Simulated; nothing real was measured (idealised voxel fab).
The process module presented herein is designated voxel wiring stack.
Displayed cross-section: cut, width of 245 nm, square cells sized 5 nm.
Heads up, the way a cross-section reads in here is a grid of square cells, handed over as bands from the top down, with every band being one or more rows of cells.
A band entry consists of two parts. The first gives the height of the band's top and the height of its bottom, in nm. The rest lists the band's materials from left to right, each with its width in nm. A single material labelled with the word "throughout" fills the band from edge to edge, and the word "blank" marks empty space.
Height datum 0, below which the as-received substrate wafer is one material. Lowest band open at the bottom, running downward: "from 0 down".
With a width like "30 to 40", each row of cells in the band differs from the next by the same amount, the top row carrying the first number and the bottom row the second.
"remained the same" for a step: no cell of the cross-section changed in that step.
If an empty space has no open way to the top and is at least 8 cells in size, "Closed void register" lists it, written width x height at distance, where distance is measured from the left edge and every value is in nm.
On each step's line, the part that comes after the settings is the simulator's own comment on the step.
overlay nm: right-of-plan distance of the mask on a masked step; negative values mean left-of-plan.

# Process steps (planned)
step 1: RECEIVE, material Si
step 2: CONFORMAL_DEP, material SiO2, thk nm 10
step 3: DIRECTIONAL_DEP, material TiN, thk nm 5
step 4: DIRECTIONAL_DEP, material Ru, thk nm 15
step 5: MASKED_ETCH, tone cover, mask id METAL_1, width nm 20, pitch nm 50, etch materials Ru, depth nm 15, overlay nm 0
step 6: MASKED_ETCH, tone cover, mask id METAL_1, width nm 20, pitch nm 50, etch materials TiN, depth nm 5, overlay nm 0
step 7: CONFORMAL_DEP, material SiN, thk nm 5
step 8: FILL_DEP, material SiO2, thk nm 5
step 9: CMP, height nm 30
step 10: CONFORMAL_DEP, material SiCN, thk nm 5
step 11: DIRECTIONAL_DEP, material lowk, thk nm 25
step 12: DIRECTIONAL_DEP, material aC, thk nm 10
step 13: PATTERN, tone open, mask id METAL_2_HOLES, material resist, width nm 15, pitch nm 100, thk nm 30, overlay nm 0
step 14: DIRECTIONAL_ETCH, etch materials aC, depth nm 10
step 15: STRIP, etch materials resist
step 16: DIRECTIONAL_ETCH, etch materials lowk, depth nm 25
step 17: STRIP, etch materials aC
step 18: PATTERN, tone open, mask id METAL_2, material resist, width nm 20, pitch nm 50, thk nm 15, overlay nm 0
step 19: DIRECTIONAL_ETCH, etch materials lowk, depth nm 15
step 20: DIRECTIONAL_ETCH, etch materials SiCN, depth nm 5
step 21: STRIP, etch materials resist
step 22: CONFORMAL_DEP, material TiN, thk nm 5
step 23: FILL_DEP, material Cu, thk nm 10
step 24: CMP, height nm 60
step 25: CONFORMAL_DEP, material SiCN, thk nm 5

# As-received state of the wafer in cross-section, equivalent to post-step 1
from 0 down  Si throughout
Closed void register: none

# Post-module cross-section of the first of two wafers (run per plan)
from 65 to 60  SiCN throughout
from 60 to 50  lowk 35 nm / TiN 5 nm / Cu 10 nm / TiN 5 nm / lowk 30 nm / TiN 5 nm / Cu 10 nm / TiN 5 nm / lowk 30 nm / TiN 5 nm / Cu 10 nm / TiN 5 nm / lowk 30 nm / TiN 5 nm / Cu 10 nm / TiN 5 nm / lowk 40 nm
from 50 to 45  lowk 35 nm / TiN 5 nm / Cu 5 nm / TiN 10 nm / lowk 30 nm / TiN 20 nm / lowk 30 nm / TiN 5 nm / Cu 5 nm / TiN 10 nm / lowk 30 nm / TiN 20 nm / lowk 40 nm
from 45 to 35  lowk 35 nm / TiN 5 nm / Cu 5 nm / TiN 5 nm / lowk 85 nm / TiN 5 nm / Cu 5 nm / TiN 5 nm / lowk 95 nm
from 35 to 30  SiCN 35 nm / TiN 15 nm / SiCN 85 nm / TiN 15 nm / SiCN 95 nm
from 30 to 15  SiO2 30 nm / SiN 5 nm / Ru 20 nm / SiN 5 nm / SiO2 20 nm / SiN 5 nm / Ru 20 nm / SiN 5 nm / SiO2 20 nm / SiN 5 nm / Ru 20 nm / SiN 5 nm / SiO2 20 nm / SiN 5 nm / Ru 20 nm / SiN 5 nm / SiO2 35 nm
from 15 to 10  SiN 35 nm / TiN 20 nm / SiN 30 nm / TiN 20 nm / SiN 30 nm / TiN 20 nm / SiN 30 nm / TiN 20 nm / SiN 40 nm
from 10 to 0  SiO2 throughout
from 0 down  Si throughout
Closed void register: none

# Cross-section, second wafer: same start as the first, same plan as the first, one mistake in running it; taken at the end of the module
from 65 to 60  SiCN throughout
from 60 to 50  lowk 35 nm / TiN 5 nm / Cu 10 nm / TiN 5 nm / lowk 30 nm / TiN 5 nm / Cu 10 nm / TiN 5 nm / lowk 30 nm / TiN 5 nm / Cu 10 nm / TiN 5 nm / lowk 30 nm / TiN 5 nm / Cu 10 nm / TiN 5 nm / lowk 40 nm
from 50 to 45  lowk 35 nm / TiN 5 nm / Cu 5 nm / TiN 10 nm / lowk 30 nm / TiN 20 nm / lowk 30 nm / TiN 5 nm / Cu 5 nm / TiN 10 nm / lowk 30 nm / TiN 20 nm / lowk 40 nm
from 45 to 35  lowk 35 nm / TiN 5 nm / Cu 5 nm / TiN 5 nm / lowk 85 nm / TiN 5 nm / Cu 5 nm / TiN 5 nm / lowk 95 nm
from 35 to 30  SiCN 35 nm / TiN 15 nm / SiCN 85 nm / TiN 15 nm / SiCN 95 nm
from 30 to 20  SiO2 30 nm / SiN 5 nm / Ru 20 nm / SiN 5 nm / SiO2 20 nm / SiN 5 nm / Ru 20 nm / SiN 5 nm / SiO2 20 nm / SiN 5 nm / Ru 20 nm / SiN 5 nm / SiO2 20 nm / SiN 5 nm / Ru 20 nm / SiN 5 nm / SiO2 35 nm
from 20 to 15  SiN 35 nm / Ru 20 nm / SiN 30 nm / Ru 20 nm / SiN 30 nm / Ru 20 nm / SiN 30 nm / Ru 20 nm / SiN 40 nm
from 15 to 5  SiO2 throughout
from 5 to 0  TiN throughout
from 0 down  Si throughout
Closed void register: none
Processing error: the executed order of steps 2 and 3 is the reverse of that specified in the plan, each step having taken the other's position
Bottom line after processing is that, in cells, the second wafer is up or down on some materials versus the first: SiN: 8 fewer; SiO2: 25 fewer; TiN: 33 more
